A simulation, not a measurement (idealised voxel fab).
Module name: voxel ribs on slabs (process module)
Cross-section cut: width 295 nm, square cells of 5 nm.
When this document writes out a cross-section, it uses a grid of square cells and lists it as bands, beginning at the top and moving down, with a band standing for one or more rows of cells. Read a band's entry like this: the first values are the height of its top and the height of its bottom in nm, and what follows is the sequence of materials from left to right, each with its width in nm. Note that "blank" is empty space, and that a single material marked "full width" reaches across the band from edge to edge. Below 0: as-received wafer, all one material; heights counted from there. Lowest band: no bottom, goes on down, written "0 and below". Width spec "30->40" -> top row of cells at first value, bottom row at second value, equal per-row change in between. Key: "stayed the same" - step with no changed cell in the cross-section. The entry titled "Sealed voids" provides the empty spaces that have no open way to the top, restricted to those of 8 cells or more. Each is presented as width x height at distance, the distance being measured from the left edge, with all three in nm. On each step's line, the part that comes after the settings is the simulator's own comment on the step. overlay nm: how far to the right of its planned place the mask lay on this masked step (negative: to the left).

**Below is the list of planned process steps**
1 op RECEIVE | material Si
2 op DIRECTIONAL_DEP | material SiO2 | thk nm 30
3 op DIRECTIONAL_DEP | material SiN | thk nm 15
4 op PATTERN | tone cover | mask id RIB | material resist | width nm 15 | thk nm 20 | overlay nm 0
5 op DIRECTIONAL_ETCH | etch materials SiN | depth nm 10
6 op STRIP | etch materials resist
7 op MASKED_ETCH | tone cover | mask id SLAB | width nm 75 | etch materials SiN | depth nm 5 | overlay nm 0
8 op FILL_DEP | material SiO2 | thk nm 25
9 op CMP | height nm 65
10 op DIRECTIONAL_DEP | material W | thk nm 10
11 op DIRECTIONAL_DEP | material aC | thk nm 15
12 op PATTERN | tone cover | mask id HEATER | material resist | width nm 25 | thk nm 35 | overlay nm 0
13 op DIRECTIONAL_ETCH | etch materials aC | depth nm 15
14 op STRIP | etch materials resist
15 op DIRECTIONAL_ETCH | etch materials W | depth nm 10
16 op STRIP | etch materials aC
17 op CONFORMAL_DEP | material SiO2 | thk nm 5

**Cross-section of the wafer at receipt, which is the condition after step 1**
0 and below: Si full width
Sealed voids: none

**Cross-section: first of two wafers, module finished, run according to plan**
80 down to 75: blank 130; SiO2 35; blank 130
75 down to 70: blank 130; SiO2 5; W 25; SiO2 5; blank 130
70 down to 65: SiO2 135; W 25; SiO2 135
65 down to 45: SiO2 full width
45 down to 35: SiO2 140; SiN 15; SiO2 140
35 down to 30: SiO2 110; SiN 75; SiO2 110
30 down to 0: SiO2 full width
0 and below: Si full width
Sealed voids: none

**This is the second of the two wafers, cross-sectioned at the end of the module; it started exactly like the first and was given the same plan, but it was run with one mistake**
80 down to 75: blank 130; SiO2 35; blank 130
75 down to 70: SiO2 135; W 25; SiO2 135
70 down to 65: W full width
65 down to 45: SiO2 full width
45 down to 35: SiO2 140; SiN 15; SiO2 140
35 down to 30: SiO2 110; SiN 75; SiO2 110
30 down to 0: SiO2 full width
0 and below: Si full width
Sealed voids: none
Deviation noted in wafer processing: note that step 15 departed from the planned setting and was carried out as op DIRECTIONAL_ETCH | etch materials W | depth nm 5
Cell-count delta at end, second wafer over first, by material: 2 fewer of SiO2; 54 more of W
